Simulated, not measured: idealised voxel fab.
The following is a process module called voxel capacitor over wiring.
The cross-section shown here is cut; it is 285 nm wide and divided into square cells measuring 5 nm on a side.
In this document a cross-section is written as a grid of square cells. It is given as a series of bands, listed from the top down, and a band is one or more rows of cells.
Top height, bottom height, nm. Materials left to right, width each, nm. Single material + "all across" = fills band edge to edge. "empty" = empty.
Heights are measured from 0, the level below which the as-received wafer is all one material; the lowest band has no bottom and continues downward, written as in "top 0, no bottom".
The width entry "30..40" should be interpreted row by row: the top row of cells in the band takes the first number, the bottom row takes the second number, and the change between adjacent rows is uniform throughout.
Step note "no alteration" = no cross-section cell changed.
Basically, "Enclosed cavities" tells you about the enclosed voids: empty spaces with no open way to the top, 8 cells or bigger, each written width x height at distance, where distance is from the left edge, all in nm.
If you see something after the settings on a step's line, that's the simulator's own remark about that step.
On any step carrying a mask, the "overlay nm" setting, if present on the step's line, tells how far right of its planned place the mask lay; negative values point to the left.

**List of planned process steps**
1,RECEIVE, material Si
2,CONFORMAL_DEP, material SiO2, thk nm 10
3,DIRECTIONAL_DEP, material TiN, thk nm 5
4,DIRECTIONAL_DEP, material Ru, thk nm 15
5,PATTERN, tone cover, mask id METAL_1, material resist, width nm 30, pitch nm 80, thk nm 20, overlay nm 0
6,DIRECTIONAL_ETCH, etch materials Ru, depth nm 15
7,DIRECTIONAL_ETCH, etch materials TiN, depth nm 5
8,STRIP, etch materials resist
9,CONFORMAL_DEP, material SiN, thk nm 5
10,FILL_DEP, material lowk, thk nm 5
11,CMP, height nm 30
12,CONFORMAL_DEP, material SiCN, thk nm 5
13,DIRECTIONAL_DEP, material SiO2, thk nm 10
14,MASKED_ETCH, tone open, mask id PLUG_1, width nm 15, etch materials SiO2, depth nm 10, overlay nm 0
15,MASKED_ETCH, tone open, mask id PLUG_1, width nm 15, etch materials SiCN, depth nm 5, overlay nm 0
16,EPI, material Ru, thk nm 10
17,EPI, material Ru, thk nm 5
18,DIRECTIONAL_DEP, material TiN, thk nm 10
19,DIRECTIONAL_DEP, material Al2O3, thk nm 5
20,DIRECTIONAL_DEP, material TiN, thk nm 10
21,PATTERN, tone cover, mask id UPPER_PLATE, material resist, width nm 55, thk nm 20, overlay nm 0
22,DIRECTIONAL_ETCH, etch materials TiN, depth nm 10
23,DIRECTIONAL_ETCH, etch materials Al2O3, depth nm 5
24,STRIP, etch materials resist
25,MASKED_ETCH, tone cover, mask id LOWER_PLATE, width nm 65, etch materials TiN, depth nm 10, overlay nm 0
26,FILL_DEP, material SiO2, thk nm 15
27,CMP, height nm 80
28,DIRECTIONAL_DEP, material aC, thk nm 10
29,PATTERN, tone open, mask id PLUG_2, material resist, width nm 15, thk nm 30, overlay nm 0
30,DIRECTIONAL_ETCH, etch materials aC, depth nm 10
31,STRIP, etch materials resist
32,DIRECTIONAL_ETCH, etch materials SiO2, depth nm 10
33,STRIP, etch materials aC
34,CONFORMAL_DEP, material TiN, thk nm 5
35,FILL_DEP, material Ru, thk nm 5
36,CMP, height nm 80
37,CONFORMAL_DEP, material SiCN, thk nm 5

**First of two wafers, with the run carried out as planned**

**Cross-section: wafer on arrival = after step 1**
  top 0, no bottom | Si all across
  Enclosed cavities: none

**The wafer in cross-section once step 2 is complete**
  top 10, bottom 0 | SiO2 all across
  Under 0: no change, same as before.

**The wafer in cross-section once step 3 is complete**
  top 15, bottom 10 | TiN all across
  Under 10: no change, same as before.

**The wafer in cross-section once step 4 is complete**
  top 30, bottom 15 | Ru all across
  Under 15: no change, same as before.

**The wafer in cross-section once step 5 is complete**
  top 50, bottom 30 | 85 of empty, 30 of resist, 50 of empty, 30 of resist, 90 of empty
  Under 30: no change, same as before.

**The wafer in cross-section once step 6 is complete**
  top 50, bottom 30 | 85 of empty, 30 of resist, 50 of empty, 30 of resist, 90 of empty
  top 30, bottom 15 | 85 of empty, 30 of Ru, 50 of empty, 30 of Ru, 90 of empty
  Under 15: no change, same as before.

**The wafer in cross-section once step 7 is complete**
  top 50, bottom 30 | 85 of empty, 30 of resist, 50 of empty, 30 of resist, 90 of empty
  top 30, bottom 15 | 85 of empty, 30 of Ru, 50 of empty, 30 of Ru, 90 of empty
  top 15, bottom 10 | 85 of empty, 30 of TiN, 50 of empty, 30 of TiN, 90 of empty
  Under 10: no change, same as before.

**The wafer in cross-section once step 8 is complete**
  top 30, bottom 15 | 85 of empty, 30 of Ru, 50 of empty, 30 of Ru, 90 of empty
  Under 15: no change, same as before.

**The wafer in cross-section once step 9 is complete**
  top 35, bottom 30 | 80 of empty, 40 of SiN, 40 of empty, 40 of SiN, 85 of empty
  top 30, bottom 15 | 80 of empty, 5 of SiN, 30 of Ru, 5 of SiN, 40 of empty, 5 of SiN, 30 of Ru, 5 of SiN, 85 of empty
  top 15, bottom 10 | 85 of SiN, 30 of TiN, 50 of SiN, 30 of TiN, 90 of SiN
  Under 10: no change, same as before.

**The wafer in cross-section once step 10 is complete**
  top 40, bottom 35 | lowk all across
  top 35, bottom 30 | 80 of lowk, 40 of SiN, 40 of lowk, 40 of SiN, 85 of lowk
  top 30, bottom 15 | 80 of lowk, 5 of SiN, 30 of Ru, 5 of SiN, 40 of lowk, 5 of SiN, 30 of Ru, 5 of SiN, 85 of lowk
  Under 15: no change, same as before.

**The wafer in cross-section once step 11 is complete**
  top 30, bottom 15 | 80 of lowk, 5 of SiN, 30 of Ru, 5 of SiN, 40 of lowk, 5 of SiN, 30 of Ru, 5 of SiN, 85 of lowk
  Under 15: no change, same as before.

**The wafer in cross-section once step 12 is complete**
  top 35, bottom 30 | SiCN all across
  Under 30: no change, same as before.

**The wafer in cross-section once step 13 is complete**
  top 45, bottom 35 | SiO2 all across
  Under 35: no change, same as before.

**The wafer in cross-section once step 14 is complete**
  top 45, bottom 35 | 100 of SiO2, 15 of empty, 170 of SiO2
  Under 35: no change, same as before.

**The wafer in cross-section once step 15 is complete**
  top 45, bottom 35 | 100 of SiO2, 15 of empty, 170 of SiO2
  top 35, bottom 30 | 100 of SiCN, 15 of empty, 170 of SiCN
  Under 30: no change, same as before.

**The wafer in cross-section once step 16 is complete**
  top 45, bottom 40 | 100 of SiO2, 15 of empty, 170 of SiO2
  top 40, bottom 35 | 100 of SiO2, 15 of Ru, 170 of SiO2
  top 35, bottom 30 | 100 of SiCN, 15 of Ru, 170 of SiCN
  Under 30: no change, same as before.

**The wafer in cross-section once step 17 is complete**
  top 45, bottom 35 | 100 of SiO2, 15 of Ru, 170 of SiO2
  Under 35: no change, same as before.

**The wafer in cross-section once step 18 is complete**
  top 55, bottom 45 | TiN all across
  Under 45: no change, same as before.

**The wafer in cross-section once step 19 is complete**
  top 60, bottom 55 | Al2O3 all across
  Under 55: no change, same as before.

**The wafer in cross-section once step 20 is complete**
  top 70, bottom 60 | TiN all across
  Under 60: no change, same as before.

**The wafer in cross-section once step 21 is complete**
  top 90, bottom 70 | 100 of empty, 55 of resist, 130 of empty
  Under 70: no change, same as before.

**The wafer in cross-section once step 22 is complete**
  top 90, bottom 70 | 100 of empty, 55 of resist, 130 of empty
  top 70, bottom 60 | 100 of empty, 55 of TiN, 130 of empty
  Under 60: no change, same as before.

**The wafer in cross-section once step 23 is complete**
  top 90, bottom 70 | 100 of empty, 55 of resist, 130 of empty
  top 70, bottom 60 | 100 of empty, 55 of TiN, 130 of empty
  top 60, bottom 55 | 100 of empty, 55 of Al2O3, 130 of empty
  Under 55: no change, same as before.

**The wafer in cross-section once step 24 is complete**
  top 70, bottom 60 | 100 of empty, 55 of TiN, 130 of empty
  Under 60: no change, same as before.

**The wafer in cross-section once step 25 is complete**
  top 70, bottom 60 | 100 of empty, 55 of TiN, 130 of empty
  top 60, bottom 55 | 100 of empty, 55 of Al2O3, 130 of empty
  top 55, bottom 45 | 95 of empty, 65 of TiN, 125 of empty
  Under 45: no change, same as before.

**The wafer in cross-section once step 26 is complete**
  top 85, bottom 70 | SiO2 all across
  top 70, bottom 60 | 100 of SiO2, 55 of TiN, 130 of SiO2
  top 60, bottom 55 | 100 of SiO2, 55 of Al2O3, 130 of SiO2
  top 55, bottom 45 | 95 of SiO2, 65 of TiN, 125 of SiO2
  Under 45: no change, same as before.

**The wafer in cross-section once step 27 is complete**
  top 80, bottom 70 | SiO2 all across
  Under 70: no change, same as before.

**The wafer in cross-section once step 28 is complete**
  top 90, bottom 80 | aC all across
  Under 80: no change, same as before.

**The wafer in cross-section once step 29 is complete**
  top 120, bottom 90 | 110 of resist, 15 of empty, 160 of resist
  Under 90: no change, same as before.

**The wafer in cross-section once step 30 is complete**
  top 110, bottom 90 | 110 of resist, 15 of empty, 160 of resist
  top 90, bottom 80 | 110 of aC, 15 of empty, 160 of aC
  Under 80: no change, same as before.

**The wafer in cross-section once step 31 is complete**
  top 90, bottom 80 | 110 of aC, 15 of empty, 160 of aC
  Under 80: no change, same as before.

**The wafer in cross-section once step 32 is complete**
  top 90, bottom 80 | 110 of aC, 15 of empty, 160 of aC
  top 80, bottom 70 | 110 of SiO2, 15 of empty, 160 of SiO2
  Under 70: no change, same as before.

**The wafer in cross-section once step 33 is complete**
  top 80, bottom 70 | 110 of SiO2, 15 of empty, 160 of SiO2
  Under 70: no change, same as before.

**The wafer in cross-section once step 34 is complete**
  top 85, bottom 80 | 115 of TiN, 5 of empty, 165 of TiN
  top 80, bottom 75 | 110 of SiO2, 5 of TiN, 5 of empty, 5 of TiN, 160 of SiO2
  top 75, bottom 70 | 110 of SiO2, 15 of TiN, 160 of SiO2
  Under 70: no change, same as before.

**The wafer in cross-section once step 35 is complete**
  top 90, bottom 85 | Ru all across
  top 85, bottom 80 | 115 of TiN, 5 of Ru, 165 of TiN
  top 80, bottom 75 | 110 of SiO2, 5 of TiN, 5 of Ru, 5 of TiN, 160 of SiO2
  Under 75: no change, same as before.

**The wafer in cross-section once step 36 is complete**
  top 80, bottom 75 | 110 of SiO2, 5 of TiN, 5 of Ru, 5 of TiN, 160 of SiO2
  Under 75: no change, same as before.

**The wafer in cross-section once step 37 is complete**
  top 85, bottom 80 | SiCN all across
  Under 80: no change, same as before.

**Wafer two of the pair: same origin, same plan, one error during the run; identical to wafer one up to and including step 11**

**Second wafer: cross-section at the scheduled end of step 12**
  top 35, bottom 30 | TiN all across
  Under 30: no change, same as before.

**Second wafer: cross-section at the scheduled end of step 13**
  top 45, bottom 35 | SiO2 all across
  Under 35: no change, same as before.

**Second wafer: cross-section at the scheduled end of step 14**
  top 45, bottom 35 | 100 of SiO2, 15 of empty, 170 of SiO2
  Under 35: no change, same as before.

Second wafer: cross-section at the scheduled end of step 15: no alteration

**Second wafer: cross-section at the scheduled end of step 16**
  top 45, bottom 35 | 100 of SiO2, 15 of Ru, 170 of SiO2
  Under 35: no change, same as before.

**Second wafer: cross-section at the scheduled end of step 17**
  top 50, bottom 45 | 95 of empty, 25 of Ru, 165 of empty
  Under 45: no change, same as before.

**Second wafer: cross-section at the scheduled end of step 18**
  top 60, bottom 55 | 95 of empty, 25 of TiN, 165 of empty
  top 55, bottom 50 | TiN all across
  top 50, bottom 45 | 95 of TiN, 25 of Ru, 165 of TiN
  Under 45: no change, same as before.

**Second wafer: cross-section at the scheduled end of step 19**
  top 65, bottom 60 | 95 of empty, 25 of Al2O3, 165 of empty
  top 60, bottom 55 | 95 of Al2O3, 25 of TiN, 165 of Al2O3
  Under 55: no change, same as before.

**Second wafer: cross-section at the scheduled end of step 20**
  top 75, bottom 70 | 95 of empty, 25 of TiN, 165 of empty
  top 70, bottom 65 | TiN all across
  top 65, bottom 60 | 95 of TiN, 25 of Al2O3, 165 of TiN
  Under 60: no change, same as before.

**Second wafer: cross-section at the scheduled end of step 21**
  top 95, bottom 75 | 100 of empty, 55 of resist, 130 of empty
  top 75, bottom 70 | 95 of empty, 25 of TiN, 35 of resist, 130 of empty
  Under 70: no change, same as before.

**Second wafer: cross-section at the scheduled end of step 22**
  top 95, bottom 75 | 100 of empty, 55 of resist, 130 of empty
  top 75, bottom 70 | 100 of empty, 20 of TiN, 35 of resist, 130 of empty
  top 70, bottom 65 | 100 of empty, 55 of TiN, 130 of empty
  top 65, bottom 60 | 95 of empty, 25 of Al2O3, 35 of TiN, 130 of empty
  Under 60: no change, same as before.

**Second wafer: cross-section at the scheduled end of step 23**
  top 95, bottom 75 | 100 of empty, 55 of resist, 130 of empty
  top 75, bottom 70 | 100 of empty, 20 of TiN, 35 of resist, 130 of empty
  top 70, bottom 65 | 100 of empty, 55 of TiN, 130 of empty
  top 65, bottom 60 | 100 of empty, 20 of Al2O3, 35 of TiN, 130 of empty
  top 60, bottom 55 | 95 of empty, 25 of TiN, 35 of Al2O3, 130 of empty
  Under 55: no change, same as before.

**Second wafer: cross-section at the scheduled end of step 24**
  top 75, bottom 65 | 100 of empty, 20..55 of TiN, 165..130 of empty
  Under 65: no change, same as before.

**Second wafer: cross-section at the scheduled end of step 25**
  top 75, bottom 65 | 100 of empty, 20..55 of TiN, 165..130 of empty
  top 65, bottom 60 | 100 of empty, 20 of Al2O3, 35 of TiN, 130 of empty
  top 60, bottom 55 | 95 of empty, 25 of TiN, 35 of Al2O3, 130 of empty
  top 55, bottom 50 | 95 of empty, 65 of TiN, 125 of empty
  top 50, bottom 45 | 95 of empty, 25 of Ru, 40 of TiN, 125 of empty
  Under 45: no change, same as before.

**Second wafer: cross-section at the scheduled end of step 26**
  top 90, bottom 75 | SiO2 all across
  top 75, bottom 65 | 100 of SiO2, 20..55 of TiN, 165..130 of SiO2
  top 65, bottom 60 | 100 of SiO2, 20 of Al2O3, 35 of TiN, 130 of SiO2
  top 60, bottom 55 | 95 of SiO2, 25 of TiN, 35 of Al2O3, 130 of SiO2
  top 55, bottom 50 | 95 of SiO2, 65 of TiN, 125 of SiO2
  top 50, bottom 45 | 95 of SiO2, 25 of Ru, 40 of TiN, 125 of SiO2
  Under 45: no change, same as before.

**Second wafer: cross-section at the scheduled end of step 27**
  top 80, bottom 75 | SiO2 all across
  Under 75: no change, same as before.

**Second wafer: cross-section at the scheduled end of step 28**
  top 90, bottom 80 | aC all across
  Under 80: no change, same as before.

**Second wafer: cross-section at the scheduled end of step 29**
  top 120, bottom 90 | 110 of resist, 15 of empty, 160 of resist
  Under 90: no change, same as before.

**Second wafer: cross-section at the scheduled end of step 30**
  top 110, bottom 90 | 110 of resist, 15 of empty, 160 of resist
  top 90, bottom 80 | 110 of aC, 15 of empty, 160 of aC
  Under 80: no change, same as before.

**Second wafer: cross-section at the scheduled end of step 31**
  top 90, bottom 80 | 110 of aC, 15 of empty, 160 of aC
  Under 80: no change, same as before.

**Second wafer: cross-section at the scheduled end of step 32**
  top 90, bottom 80 | 110 of aC, 15 of empty, 160 of aC
  top 80, bottom 75 | 110 of SiO2, 15 of empty, 160 of SiO2
  top 75, bottom 70 | 100 of SiO2, 20 of TiN, 5 of empty, 160 of SiO2
  Under 70: no change, same as before.

**Second wafer: cross-section at the scheduled end of step 33**
  top 80, bottom 75 | 110 of SiO2, 15 of empty, 160 of SiO2
  Under 75: no change, same as before.

**Second wafer: cross-section at the scheduled end of step 34**
  top 85, bottom 80 | 115 of TiN, 5 of empty, 165 of TiN
  top 80, bottom 70 | 110..100 of SiO2, 15..25 of TiN, 160 of SiO2
  Under 70: no change, same as before.

**Second wafer: cross-section at the scheduled end of step 35**
  top 90, bottom 85 | Ru all across
  top 85, bottom 80 | 115 of TiN, 5 of Ru, 165 of TiN
  Under 80: no change, same as before.

**Second wafer: cross-section at the scheduled end of step 36**
  top 80, bottom 70 | 110..100 of SiO2, 15..25 of TiN, 160 of SiO2
  Under 70: no change, same as before.

**Second wafer: cross-section at the scheduled end of step 37**
  top 85, bottom 80 | SiCN all across
  Under 80: no change, same as before.
Where did the run depart from the plan? step 12 was run on a setting that differed from the plan, and what really ran there is CONFORMAL_DEP, material TiN, thk nm 5
End of process, cell counts, second wafer against first, materials with more or fewer: Ru +1, SiCN -54, SiO2 -3, TiN +56
